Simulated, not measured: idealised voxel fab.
process module | voxel self aligned vias
cross-section cut | 285 nm wide | cells 5 nm
A cross-section is a grid of square cells, given in bands from the top down. A band is one or more rows of cells.
Each band's line starts with the height of the band's top and of its bottom, in nm. Then come its materials from left to right, each with its width in nm. One material with "throughout" fills the band from edge to edge. "air" is empty space.
Height 0 is the level under which the wafer as received is all one material. The lowest band goes on downwards, as in "0 down".
A width such as "30 to 40" changes by the same amount from each row of cells to the next, from the band's top row to its bottom row.
"no change" after a step means that no cell of the cross-section changed.
closed voids: empty space of 8 cells or more with no open way to the top, each as width x height at its distance from the left edge, in nm
after a step's settings: what the simulator itself notes on the step
overlay nm, on a step with a mask: how far to the right of its planned place the mask lay; to the left if negative
plan
1 op RECEIVE | material Si
2 op CONFORMAL_DEP | material SiO2 | thk nm 15
3 op CONFORMAL_DEP | material SiCN | thk nm 5
4 op DIRECTIONAL_DEP | material lowk | thk nm 30
5 op PATTERN | tone open | mask id LINES | material resist | width nm 20 | pitch nm 65 | thk nm 15 | overlay nm 0
6 op DIRECTIONAL_ETCH | etch materials lowk | depth nm 30
7 op STRIP | etch materials resist
8 op CONFORMAL_DEP | material TiN | thk nm 5
9 op FILL_DEP | material W | thk nm 5
10 op CMP | height nm 50
11 op SELECTIVE_ETCH | etch materials W Ru TiN | depth nm 5
12 op FILL_DEP | material SiN | thk nm 5
13 op CMP | height nm 50
14 op DIRECTIONAL_DEP | material lowk | thk nm 15
15 op MASKED_ETCH | tone open | mask id VIAS | width nm 40 | etch materials lowk | depth nm 15 | overlay nm 0
16 op MASKED_ETCH | tone open | mask id VIAS | width nm 40 | etch materials SiN | depth nm 5 | overlay nm 0
17 op CONFORMAL_DEP | material TiN | thk nm 5
18 op FILL_DEP | material Cu | thk nm 5
19 op CMP | height nm 65
20 op CONFORMAL_DEP | material SiN | thk nm 5
as received, after step 1
  0 down: Si throughout
  closed voids: none
first wafer at the end, as planned
  70 to 65: SiN throughout
  65 to 55: lowk 90 | TiN 5 | Cu 30 | TiN 5 | lowk 155
  55 to 50: lowk 90 | TiN 15 | Cu 10 | TiN 15 | lowk 155
  50 to 45: lowk 100 | TiN 20 | lowk 45 | SiN 20 | lowk 100
  45 to 25: lowk 100 | TiN 5 | W 10 | TiN 5 | lowk 45 | TiN 5 | W 10 | TiN 5 | lowk 100
  25 to 20: lowk 100 | TiN 20 | lowk 45 | TiN 20 | lowk 100
  20 to 15: SiCN throughout
  15 to 0: SiO2 throughout
  0 down: Si throughout
  closed voids: none
second wafer at the end: like start, like plan, one mistake
  70 to 65: SiN throughout
  65 to 55: Cu 85 | TiN 5 | lowk 40 | TiN 5 | Cu 150
  55 to 50: TiN 90 | lowk 40 | TiN 155
  50 to 45: lowk 100 | SiN 20 | lowk 45 | SiN 20 | lowk 100
  45 to 25: lowk 100 | TiN 5 | W 10 | TiN 5 | lowk 45 | TiN 5 | W 10 | TiN 5 | lowk 100
  25 to 20: lowk 100 | TiN 20 | lowk 45 | TiN 20 | lowk 100
  20 to 15: SiCN throughout
  15 to 0: SiO2 throughout
  0 down: Si throughout
  closed voids: none
what went wrong: step 15 ran as: op MASKED_ETCH | tone cover | mask id VIAS | width nm 40 | etch materials lowk | depth nm 15 | overlay nm 0
at the end the second wafer has, in cells: 80 more of Cu | 4 more of SiN | 39 more of TiN | 123 fewer of lowk
